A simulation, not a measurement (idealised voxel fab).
Title: Process Module voxel released beams
This is section cut - it's 190 nm across, gridded in 5 nm square cells.
Cross-section = grid of square cells, listed top down in bands; band = one or more rows.
Within each band entry, the heights of the top and of the bottom of the band appear first, in that order and in nm; the materials of the band then follow from left to right, each with its corresponding width in nm. The designation "all across" on a single material indicates that it fills the band from edge to edge; the designation "blank" indicates empty space.
Height 0 is the level under which the wafer as received is all one material. The lowest band goes on downwards, as in "0 down".
Graded width ("30..40"): value in top row of band = first number; value in bottom row = second number; row-to-row change constant.
Where the words "nothing was modified" appear for a step, the cross-section shows no cell changed by that step; every cell remained as before.
Under "Unvented internal voids" you'll find the enclosed gaps, the ones with no way out to the top, that are 8 cells or bigger; each reads width x height at distance, with distance counted from the left edge, everything in nm.
after a step's settings: what the simulator itself notes on the step
overlay nm: how far to the right of its planned place the mask lay on this masked step (negative: to the left).

The planned process steps are enumerated hereunder
- 1: RECEIVE,material Si
- 2: CONFORMAL_DEP,material Al2O3,thk nm 5
- 3: DIRECTIONAL_DEP,material SiO2,thk nm 20
- 4: MASKED_ETCH,tone open,mask id ANCHOR,width nm 35,etch materials SiO2,depth nm 20,overlay nm 0
- 5: CONFORMAL_DEP,material W,thk nm 15
- 6: DIRECTIONAL_DEP,material aC,thk nm 10
- 7: PATTERN,tone cover,mask id BEAM,material resist,width nm 115,thk nm 25,overlay nm 0
- 8: DIRECTIONAL_ETCH,etch materials aC,depth nm 10
- 9: STRIP,etch materials resist
- 10: DIRECTIONAL_ETCH,etch materials W,depth nm 15
- 11: STRIP,etch materials aC
- 12: STRIP,etch materials SiO2

Cross-section of the wafer at receipt, which is the condition after step 1
0 down: Si all across
Unvented internal voids: none

Module complete - cross-section of the first of two wafers, run according to plan
40 to 25: 35 blank, then 20 W, then 5 blank, then 90 W, then 40 blank
25 to 20: 40 blank, then 15 W, then 5 blank, then 15 W, then 115 blank
20 to 5: 40 blank, then 35 W, then 115 blank
5 to 0: Al2O3 all across
0 down: Si all across
Unvented internal voids: none

Here's the second of our two wafers sectioned at module end. Same start as the first, same plan, but one mistake got made running it
40 to 25: 35 blank, then 55 W, then 100 blank
25 to 20: 25 blank, then 15 W, then 35 SiO2, then 15 W, then 100 blank
20 to 5: 25 blank, then 15 W, then 35 SiO2, then 75 W, then 40 blank
5 to 0: Al2O3 all across
0 down: Si all across
Unvented internal voids: none
Diagnosis: step 4 was not run as planned; what actually ran was MASKED_ETCH,tone cover,mask id ANCHOR,width nm 35,etch materials SiO2,depth nm 20,overlay nm 0
at the end the second wafer has, in cells: SiO2: 28 more
